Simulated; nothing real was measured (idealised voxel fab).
Proc. module: voxel ribs on slabs
FYI the section here is cut, 145 nm wide, cells are 5 nm squares.
A cross-section is written here as square cells arranged in a grid, and it is given in bands from the top down, each band taking up one or more rows of cells.
Per band: top height and bottom height in nm, followed by the left-to-right materials and their widths in nm; "everywhere" marks a single material spanning edge to edge, "blank" marks empty space.
Heights are reckoned from 0. Under this level, the received wafer is all of one material. The bottommost band is open-ended downward, for example "0 -> down".
Graded width ("30 to 40"): value in top row of band = first number; value in bottom row = second number; row-to-row change constant.
Where a step carries "remained unchanged", the cross-section came out of it unchanged, cell for cell.
The entry "Enclosed cavity list" lists the empty spaces that cover at least 8 cells and have no open path to the top. Each is written as width x height at distance, where the distance is measured from the left edge and all three values are in nm.
Text after the settings on a step's line: the simulator's own remark on that step.
When a step includes a mask, the "overlay nm" setting on its line states how far to the right of its planned place that mask lay, and negative values state how far to the left.
These are the steps we planned for the process:
1: RECEIVE | material Si
2: DIRECTIONAL_DEP | material SiO2 | thk nm 25
3: DIRECTIONAL_DEP | material polySi | thk nm 20
4: DIRECTIONAL_DEP | material aC | thk nm 15
5: PATTERN | tone cover | mask id RIB | material resist | width nm 30 | thk nm 30 | overlay nm 0
6: DIRECTIONAL_ETCH | etch materials aC | depth nm 15
7: STRIP | etch materials resist
8: DIRECTIONAL_ETCH | etch materials polySi | depth nm 10
9: STRIP | etch materials aC
10: DIRECTIONAL_DEP | material aC | thk nm 10
11: PATTERN | tone cover | mask id SLAB | material resist | width nm 80 | thk nm 25 | overlay nm 0
12: DIRECTIONAL_ETCH | etch materials aC | depth nm 10
13: STRIP | etch materials resist
14: DIRECTIONAL_ETCH | etch materials polySi | depth nm 10
15: STRIP | etch materials aC
16: FILL_DEP | material SiO2 | thk nm 20
17: CMP | height nm 55
18: DIRECTIONAL_DEP | material W | thk nm 5
19: DIRECTIONAL_DEP | material aC | thk nm 15
20: PATTERN | tone cover | mask id HEATER | material resist | width nm 40 | thk nm 30 | overlay nm 0
21: DIRECTIONAL_ETCH | etch materials aC | depth nm 15
22: STRIP | etch materials resist
23: DIRECTIONAL_ETCH | etch materials W | depth nm 5
24: STRIP | etch materials aC
25: CONFORMAL_DEP | material SiO2 | thk nm 10
Wafer cross-section on receipt, i.e. after step 1:
> 0 -> down | Si everywhere
> Enclosed cavity list: none
Final cross-section, module run with one mistake (start and plan as above):
> 70 -> 65 | 40 of blank; 60 of SiO2; 45 of blank
> 65 -> 60 | SiO2 everywhere
> 60 -> 55 | 50 of SiO2; 40 of W; 55 of SiO2
> 55 -> 45 | SiO2 everywhere
> 45 -> 35 | 55 of SiO2; 30 of polySi; 60 of SiO2
> 35 -> 25 | 30 of SiO2; 80 of polySi; 35 of SiO2
> 25 -> 0 | W everywhere
> 0 -> down | Si everywhere
> Enclosed cavity list: none
Nonconformance to the process plan: it should be noted that step 2 was executed with settings other than those planned, the operation and settings actually applied being DIRECTIONAL_DEP | material W | thk nm 25
